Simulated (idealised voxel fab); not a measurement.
process module | voxel released beams
cross-section cut | 260 nm wide | cells 5 nm
A cross-section is a grid of square cells, given in bands from the top down. A band is one or more rows of cells.
Each band's line starts with the height of the band's top and of its bottom, in nm. Then come its materials from left to right, each with its width in nm. One material with "throughout" fills the band from edge to edge. "air" is empty space.
Height 0 is the level under which the wafer as received is all one material. The lowest band goes on downwards, as in "0 down".
A width such as "30 to 40" changes by the same amount from each row of cells to the next, from the band's top row to its bottom row.
"no change" after a step means that no cell of the cross-section changed.
closed voids: empty space of 8 cells or more with no open way to the top, each as width x height at its distance from the left edge, in nm
after a step's settings: what the simulator itself notes on the step
overlay nm, on a step with a mask: how far to the right of its planned place the mask lay; to the left if negative
plan
1 op RECEIVE | material Si
2 op CONFORMAL_DEP | material SiN | thk nm 10
3 op DIRECTIONAL_DEP | material SiO2 | thk nm 10
4 op MASKED_ETCH | tone open | mask id ANCHOR | width nm 40 | etch materials SiO2 | depth nm 10 | overlay nm 0
5 op CONFORMAL_DEP | material TiN | thk nm 15
6 op DIRECTIONAL_DEP | material aC | thk nm 15
7 op PATTERN | tone cover | mask id BEAM | material resist | width nm 110 | thk nm 30 | overlay nm 0
8 op DIRECTIONAL_ETCH | etch materials aC | depth nm 15
9 op STRIP | etch materials resist
10 op DIRECTIONAL_ETCH | etch materials TiN | depth nm 15
11 op STRIP | etch materials aC
12 op STRIP | etch materials SiO2
first wafer, as planned
as received, after step 1
  0 down: Si throughout
  closed voids: none
after step 2
  10 to 0: SiN throughout
  below 0: unchanged
after step 3
  20 to 10: SiO2 throughout
  below 10: unchanged
after step 4
  20 to 10: SiO2 75 | air 40 | SiO2 145
  below 10: unchanged
after step 5
  35 to 25: TiN 90 | air 10 | TiN 160
  25 to 20: TiN throughout
  20 to 10: SiO2 75 | TiN 40 | SiO2 145
  below 10: unchanged
after step 6
  50 to 40: aC 90 | air 10 | aC 160
  40 to 35: aC throughout
  35 to 25: TiN 90 | aC 10 | TiN 160
  below 25: unchanged
after step 7
  80 to 50: air 70 | resist 110 | air 80
  50 to 40: aC 90 | resist 10 | aC 160
  below 40: unchanged
after step 8
  65 to 50: air 70 | resist 110 | air 80
  50 to 40: air 70 | aC 20 | resist 10 | aC 80 | air 80
  40 to 35: air 70 | aC 110 | air 80
  below 35: unchanged
after step 9
  50 to 40: air 70 | aC 20 | air 10 | aC 80 | air 80
  below 40: unchanged
after step 10
  50 to 40: air 70 | aC 20 | air 10 | aC 80 | air 80
  40 to 35: air 70 | aC 110 | air 80
  35 to 25: air 70 | TiN 20 | aC 10 | TiN 80 | air 80
  25 to 20: air 70 | TiN 110 | air 80
  below 20: unchanged
after step 11
  35 to 25: air 70 | TiN 20 | air 10 | TiN 80 | air 80
  below 25: unchanged
after step 12
  35 to 25: air 70 | TiN 20 | air 10 | TiN 80 | air 80
  25 to 20: air 70 | TiN 110 | air 80
  20 to 10: air 75 | TiN 40 | air 145
  below 10: unchanged
second wafer: like start, like plan, one mistake. Through step 3 it matches the first wafer
when step 4 should have ended
  20 to 10: air 75 | SiO2 40 | air 145
  below 10: unchanged
when step 5 should have ended
  35 to 25: air 60 | TiN 70 | air 130
  25 to 20: TiN throughout
  20 to 10: TiN 75 | SiO2 40 | TiN 145
  below 10: unchanged
when step 6 should have ended
  50 to 40: air 60 | aC 70 | air 130
  40 to 35: aC throughout
  35 to 25: aC 60 | TiN 70 | aC 130
  below 25: unchanged
when step 7 should have ended
  80 to 50: air 70 | resist 110 | air 80
  50 to 40: air 60 | aC 70 | resist 50 | air 80
  below 40: unchanged
when step 8 should have ended
  65 to 50: air 70 | resist 110 | air 80
  50 to 40: air 70 | aC 60 | resist 50 | air 80
  40 to 35: air 70 | aC 110 | air 80
  35 to 25: air 60 | TiN 70 | aC 50 | air 80
  below 25: unchanged
when step 9 should have ended
  50 to 40: air 70 | aC 60 | air 130
  below 40: unchanged
when step 10 should have ended
  50 to 40: air 70 | aC 60 | air 130
  40 to 35: air 70 | aC 110 | air 80
  35 to 25: air 70 | TiN 60 | aC 50 | air 80
  25 to 20: air 70 | TiN 110 | air 80
  20 to 10: air 60 | TiN 15 | SiO2 40 | TiN 65 | air 80
  below 10: unchanged
when step 11 should have ended
  35 to 25: air 70 | TiN 60 | air 130
  below 25: unchanged
when step 12 should have ended: no change
what went wrong: step 4 ran as: op MASKED_ETCH | tone cover | mask id ANCHOR | width nm 40 | etch materials SiO2 | depth nm 10 | overlay nm 0
at the end the second wafer has, in cells: 16 more of SiO2
